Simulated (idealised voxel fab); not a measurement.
The following is a process module called voxel spacer lines.
Section shown: cut. Width: 265 nm. Cell size: 5 nm, square.
Cross-section = grid of square cells, listed top down in bands; band = one or more rows.
For a band, the entry starts with two heights in nm, that of the top and then that of the bottom, and carries on with the band's materials in order from left to right, each alongside its width in nm; the word "everywhere" beside a single material means it fills the band edge to edge, and "blank" means empty space.
The level at which height equals 0 is the one under which the wafer, as it arrives, is entirely one material. No lower edge exists for the bottom band, which continues downward and is notated as in "0..down".
Width "30 to 40": first value at the band's top row of cells, second value at its bottom row, equal change from row to row.
Reading "no alteration" for a step: not a cell of the cross-section changed in it.
"Non-vented voids" means: voids of 8 cells or more that are shut off from the top with no open way through. Written width x height at distance, distance from the left edge, in nm.
Read whatever lies past the settings on a step's line as the simulator's own remark about the step.
What "overlay nm" on a step's line means: if the step has a mask, that mask lay this far to the right of its planned place, or, when the value is negative, to the left.
# The following list gives the planned process steps
1: RECEIVE, material Si
2: CONFORMAL_DEP, material SiO2, thk nm 5
3: DIRECTIONAL_DEP, material TiN, thk nm 20
4: DIRECTIONAL_DEP, material polySi, thk nm 25
5: PATTERN, tone cover, mask id MANDREL, material resist, width nm 15, pitch nm 60, thk nm 35, overlay nm 0
6: DIRECTIONAL_ETCH, etch materials polySi, depth nm 25
7: STRIP, etch materials resist
8: CONFORMAL_DEP, material SiN, thk nm 15
9: DIRECTIONAL_ETCH, etch materials SiN, depth nm 15
10: STRIP, etch materials polySi
11: DIRECTIONAL_ETCH, etch materials TiN, depth nm 20
12: STRIP, etch materials SiN
# The first of a set of two wafers, run to plan
# Wafer cross-section on receipt, i.e. after step 1
0..down = Si everywhere
Non-vented voids: none
# Take a look at the wafer's cross-section after step 2
5..0 = SiO2 everywhere
Nothing below the height 0 has changed.
# Take a look at the wafer's cross-section after step 3
25..5 = TiN everywhere
Nothing below the height 5 has changed.
# Take a look at the wafer's cross-section after step 4
50..25 = polySi everywhere
Nothing below the height 25 has changed.
# Take a look at the wafer's cross-section after step 5
85..50 = 95 nm blank; 15 nm resist; 45 nm blank; 15 nm resist; 95 nm blank
Nothing below the height 50 has changed.
# Take a look at the wafer's cross-section after step 6
85..50 = 95 nm blank; 15 nm resist; 45 nm blank; 15 nm resist; 95 nm blank
50..25 = 95 nm blank; 15 nm polySi; 45 nm blank; 15 nm polySi; 95 nm blank
Nothing below the height 25 has changed.
# Take a look at the wafer's cross-section after step 7
50..25 = 95 nm blank; 15 nm polySi; 45 nm blank; 15 nm polySi; 95 nm blank
Nothing below the height 25 has changed.
# Take a look at the wafer's cross-section after step 8
65..50 = 80 nm blank; 45 nm SiN; 15 nm blank; 45 nm SiN; 80 nm blank
50..40 = 80 nm blank; 15 nm SiN; 15 nm polySi; 15 nm SiN; 15 nm blank; 15 nm SiN; 15 nm polySi; 15 nm SiN; 80 nm blank
40..25 = 95 nm SiN; 15 nm polySi; 45 nm SiN; 15 nm polySi; 95 nm SiN
Nothing below the height 25 has changed.
# Take a look at the wafer's cross-section after step 9
50..25 = 80 nm blank; 15 nm SiN; 15 nm polySi; 15 nm SiN; 15 nm blank; 15 nm SiN; 15 nm polySi; 15 nm SiN; 80 nm blank
Nothing below the height 25 has changed.
# Take a look at the wafer's cross-section after step 10
50..25 = 80 nm blank; 15 nm SiN; 15 nm blank; 15 nm SiN; 15 nm blank; 15 nm SiN; 15 nm blank; 15 nm SiN; 80 nm blank
Nothing below the height 25 has changed.
# Take a look at the wafer's cross-section after step 11
50..25 = 80 nm blank; 15 nm SiN; 15 nm blank; 15 nm SiN; 15 nm blank; 15 nm SiN; 15 nm blank; 15 nm SiN; 80 nm blank
25..5 = 80 nm blank; 15 nm TiN; 15 nm blank; 15 nm TiN; 15 nm blank; 15 nm TiN; 15 nm blank; 15 nm TiN; 80 nm blank
Nothing below the height 5 has changed.
# Take a look at the wafer's cross-section after step 12
25..5 = 80 nm blank; 15 nm TiN; 15 nm blank; 15 nm TiN; 15 nm blank; 15 nm TiN; 15 nm blank; 15 nm TiN; 80 nm blank
Nothing below the height 5 has changed.
# second wafer: like start, like plan, one mistake. Through step 1 it matches the first wafer
Cross-sectional view of the second wafer at the intended end time of process step 2: no alteration
# Cross-sectional view of the second wafer at the intended end time of process step 3
20..0 = TiN everywhere
Nothing below the height 0 has changed.
# Cross-sectional view of the second wafer at the intended end time of process step 4
45..20 = polySi everywhere
Nothing below the height 20 has changed.
# Cross-sectional view of the second wafer at the intended end time of process step 5
80..45 = 95 nm blank; 15 nm resist; 45 nm blank; 15 nm resist; 95 nm blank
Nothing below the height 45 has changed.
# Cross-sectional view of the second wafer at the intended end time of process step 6
80..45 = 95 nm blank; 15 nm resist; 45 nm blank; 15 nm resist; 95 nm blank
45..20 = 95 nm blank; 15 nm polySi; 45 nm blank; 15 nm polySi; 95 nm blank
Nothing below the height 20 has changed.
# Cross-sectional view of the second wafer at the intended end time of process step 7
45..20 = 95 nm blank; 15 nm polySi; 45 nm blank; 15 nm polySi; 95 nm blank
Nothing below the height 20 has changed.
# Cross-sectional view of the second wafer at the intended end time of process step 8
60..45 = 80 nm blank; 45 nm SiN; 15 nm blank; 45 nm SiN; 80 nm blank
45..35 = 80 nm blank; 15 nm SiN; 15 nm polySi; 15 nm SiN; 15 nm blank; 15 nm SiN; 15 nm polySi; 15 nm SiN; 80 nm blank
35..20 = 95 nm SiN; 15 nm polySi; 45 nm SiN; 15 nm polySi; 95 nm SiN
Nothing below the height 20 has changed.
# Cross-sectional view of the second wafer at the intended end time of process step 9
45..20 = 80 nm blank; 15 nm SiN; 15 nm polySi; 15 nm SiN; 15 nm blank; 15 nm SiN; 15 nm polySi; 15 nm SiN; 80 nm blank
Nothing below the height 20 has changed.
# Cross-sectional view of the second wafer at the intended end time of process step 10
45..20 = 80 nm blank; 15 nm SiN; 15 nm blank; 15 nm SiN; 15 nm blank; 15 nm SiN; 15 nm blank; 15 nm SiN; 80 nm blank
Nothing below the height 20 has changed.
# Cross-sectional view of the second wafer at the intended end time of process step 11
45..20 = 80 nm blank; 15 nm SiN; 15 nm blank; 15 nm SiN; 15 nm blank; 15 nm SiN; 15 nm blank; 15 nm SiN; 80 nm blank
20..0 = 80 nm blank; 15 nm TiN; 15 nm blank; 15 nm TiN; 15 nm blank; 15 nm TiN; 15 nm blank; 15 nm TiN; 80 nm blank
Nothing below the height 0 has changed.
# Cross-sectional view of the second wafer at the intended end time of process step 12
20..0 = 80 nm blank; 15 nm TiN; 15 nm blank; 15 nm TiN; 15 nm blank; 15 nm TiN; 15 nm blank; 15 nm TiN; 80 nm blank
Nothing below the height 0 has changed.
Misprocessing identified: no execution of plan step 2; skipped
The final cell counts differ between the wafers, with the second having more or fewer of some materials than the first: SiO2: 53 fewer
